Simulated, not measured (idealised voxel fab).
Process module under the name voxel transistor to metal
Pictured: cross-section cut, 175 nm wide, on a grid of 5 nm square cells.
Heads up, the way a cross-section reads in here is a grid of square cells, handed over as bands from the top down, with every band being one or more rows of cells.
Basically the band line says how high the top is and how high the bottom is, in nm, and then what's in it from left to right, every material with its width in nm. Empty space shows up as "air", and if a single material carries "full width" it runs the full band edge to edge.
The reference from which all heights are counted is 0, the level beneath which the as-received wafer is entirely one material; the lowest band, having no lower bound, proceeds downward and is written after the example "z 0 and below".
Quick explanation for "30 to 40": the width changes in equal steps down the rows of cells, from the first number in the band's top row to the second number in its bottom row.
Where the words "no alterations made" appear for a step, the cross-section shows no cell changed by that step; every cell remained as before.
If an empty space has no open way to the top and is at least 8 cells in size, "Cavities, closed" lists it, written width x height at distance, where distance is measured from the left edge and every value is in nm.
On a step's line, text after the settings is the simulator commenting on that step.
overlay nm, on a step with a mask: how far to the right of its planned place the mask lay; to the left if negative
-- So here's the lineup of process steps we planned
1) RECEIVE (material Si)
2) CONFORMAL_DEP (material SiO2; thk nm 5)
3) CONFORMAL_DEP (material SiN; thk nm 15)
4) PATTERN (tone cover; mask id ACTIVE; material resist; width nm 105; thk nm 20; overlay nm 0)
5) DIRECTIONAL_ETCH (etch materials SiN; depth nm 15)
6) DIRECTIONAL_ETCH (etch materials SiO2; depth nm 5)
7) DIRECTIONAL_ETCH (etch materials Si; depth nm 25)
8) STRIP (etch materials resist)
9) FILL_DEP (material SiO2; thk nm 15)
10) CMP (height nm 20)
11) SELECTIVE_ETCH (etch materials SiO2; depth nm 5)
12) STRIP (etch materials SiN)
13) SELECTIVE_ETCH (etch materials SiO2; depth nm 5)
14) OXIDIZE (depth nm 5)
15) DIRECTIONAL_DEP (material polySi; thk nm 20)
16) DIRECTIONAL_DEP (material SiCN; thk nm 10)
17) DIRECTIONAL_DEP (material aC; thk nm 15)
18) PATTERN (tone cover; mask id GATE; material resist; width nm 25; thk nm 30; overlay nm 0)
19) DIRECTIONAL_ETCH (etch materials aC; depth nm 15)
20) STRIP (etch materials resist)
21) DIRECTIONAL_ETCH (etch materials SiCN; depth nm 20)
22) DIRECTIONAL_ETCH (etch materials polySi; depth nm 30)
23) STRIP (etch materials aC)
24) CONFORMAL_DEP (material SiN; thk nm 5)
25) DIRECTIONAL_ETCH (etch materials SiN; depth nm 5)
26) DIRECTIONAL_ETCH (etch materials SiO2; depth nm 5)
27) EPI (material SiGe; thk nm 5)
28) FILL_DEP (material SiO2; thk nm 5)
29) CMP (height nm 20)
30) STRIP (etch materials polySi)
31) SELECTIVE_ETCH (etch materials SiO2; depth nm 5)
32) CONFORMAL_DEP (material HfO2; thk nm 5)
33) CONFORMAL_DEP (material TiN; thk nm 5)
34) FILL_DEP (material W; thk nm 5)
35) CMP (height nm 15)
36) DIRECTIONAL_DEP (material SiO2; thk nm 10)
37) DIRECTIONAL_DEP (material aC; thk nm 15)
38) PATTERN (tone open; mask id CONTACT; material resist; width nm 20; pitch nm 75; thk nm 30; overlay nm 0)
39) DIRECTIONAL_ETCH (etch materials aC; depth nm 15)
40) STRIP (etch materials resist)
41) DIRECTIONAL_ETCH (etch materials SiO2; depth nm 25)
42) STRIP (etch materials aC)
43) CONFORMAL_DEP (material TiN; thk nm 5)
44) FILL_DEP (material W; thk nm 5)
45) CMP (height nm 25)
46) CONFORMAL_DEP (material SiCN; thk nm 5)
47) DIRECTIONAL_DEP (material lowk; thk nm 15)
48) PATTERN (tone open; mask id METAL_1; material resist; width nm 20; pitch nm 75; thk nm 15; overlay nm 0)
49) DIRECTIONAL_ETCH (etch materials lowk; depth nm 15)
50) DIRECTIONAL_ETCH (etch materials SiCN; depth nm 5)
51) STRIP (etch materials resist)
52) CONFORMAL_DEP (material TiN; thk nm 5)
53) FILL_DEP (material Ru; thk nm 10)
54) CMP (height nm 45)
55) CONFORMAL_DEP (material SiCN; thk nm 5)
56) DIRECTIONAL_DEP (material lowk; thk nm 25)
57) DIRECTIONAL_DEP (material aC; thk nm 10)
58) PATTERN (tone open; mask id METAL_2; material resist; width nm 20; pitch nm 75; thk nm 25; overlay nm 0)
59) DIRECTIONAL_ETCH (etch materials aC; depth nm 10)
60) STRIP (etch materials resist)
61) DIRECTIONAL_ETCH (etch materials lowk; depth nm 15)
62) STRIP (etch materials aC)
63) PATTERN (tone open; mask id METAL_2_HOLES; material resist; width nm 15; pitch nm 75; thk nm 20; overlay nm 0)
64) DIRECTIONAL_ETCH (etch materials lowk; depth nm 10)
65) DIRECTIONAL_ETCH (etch materials SiCN; depth nm 5)
66) STRIP (etch materials resist)
67) CONFORMAL_DEP (material TiN; thk nm 5)
68) FILL_DEP (material Ru; thk nm 5)
69) CMP (height nm 75)
70) CONFORMAL_DEP (material SiCN; thk nm 5)
-- as received, after step 1
  z 0 and below  Si full width
  Cavities, closed: none
-- a wafer at the end: this start, this plan, one mistake
  z 80 to 75  SiCN full width
  z 75 to 65  lowk (40)  TiN (5)  aC (10)  TiN (5)  lowk (55)  TiN (5)  aC (10)  TiN (5)  lowk (40)
  z 65 to 60  lowk (40)  TiN (5)  aC (5)  TiN (10)  lowk (55)  TiN (5)  aC (5)  TiN (10)  lowk (40)
  z 60 to 50  lowk (40)  TiN (5)  aC (5)  TiN (5)  lowk (60)  TiN (5)  aC (5)  TiN (5)  lowk (45)
  z 50 to 45  SiCN (40)  TiN (15)  SiCN (60)  TiN (15)  SiCN (45)
  z 45 to 30  lowk (40)  TiN (5)  Ru (10)  TiN (5)  lowk (55)  TiN (5)  Ru (10)  TiN (5)  lowk (40)
  z 30 to 25  SiCN (40)  TiN (20)  SiCN (55)  TiN (20)  SiCN (40)
  z 25 to 15  SiO2 (40)  TiN (5)  W (10)  TiN (5)  SiO2 (55)  TiN (5)  W (10)  TiN (5)  SiO2 (40)
  z 15 to 10  SiO2 (40)  TiN (5)  W (10)  TiN (5)  SiO2 (10)  SiN (5)  HfO2 (5)  TiN (5)  W (5)  TiN (5)  HfO2 (5)  SiN (5)  SiO2 (10)  TiN (5)  W (10)  TiN (5)  SiO2 (40)
  z 10 to 5  SiO2 (30)  SiN (5)  SiO2 (5)  TiN (5)  W (10)  TiN (5)  SiO2 (10)  SiN (5)  HfO2 (5)  TiN (5)  W (5)  TiN (5)  HfO2 (5)  SiN (5)  SiO2 (10)  TiN (5)  W (10)  TiN (5)  SiO2 (5)  SiN (5)  SiO2 (30)
  z 5 to 0  SiO2 (30)  SiN (5)  SiO2 (5)  TiN (20)  SiO2 (10)  SiN (5)  HfO2 (5)  TiN (15)  HfO2 (5)  SiN (5)  SiO2 (10)  TiN (20)  SiO2 (5)  SiN (5)  SiO2 (30)
  z 0 to -5  SiO2 (35)  SiGe (35)  HfO2 (35)  SiGe (35)  SiO2 (35)
  z -5 to -25  SiO2 (35)  Si (105)  SiO2 (35)
  z -25 and below  Si full width
  Cavities, closed: none
What went wrong in running the wafer? step 68 went in with a setting other than planned; the actual run was FILL_DEP (material aC; thk nm 5)
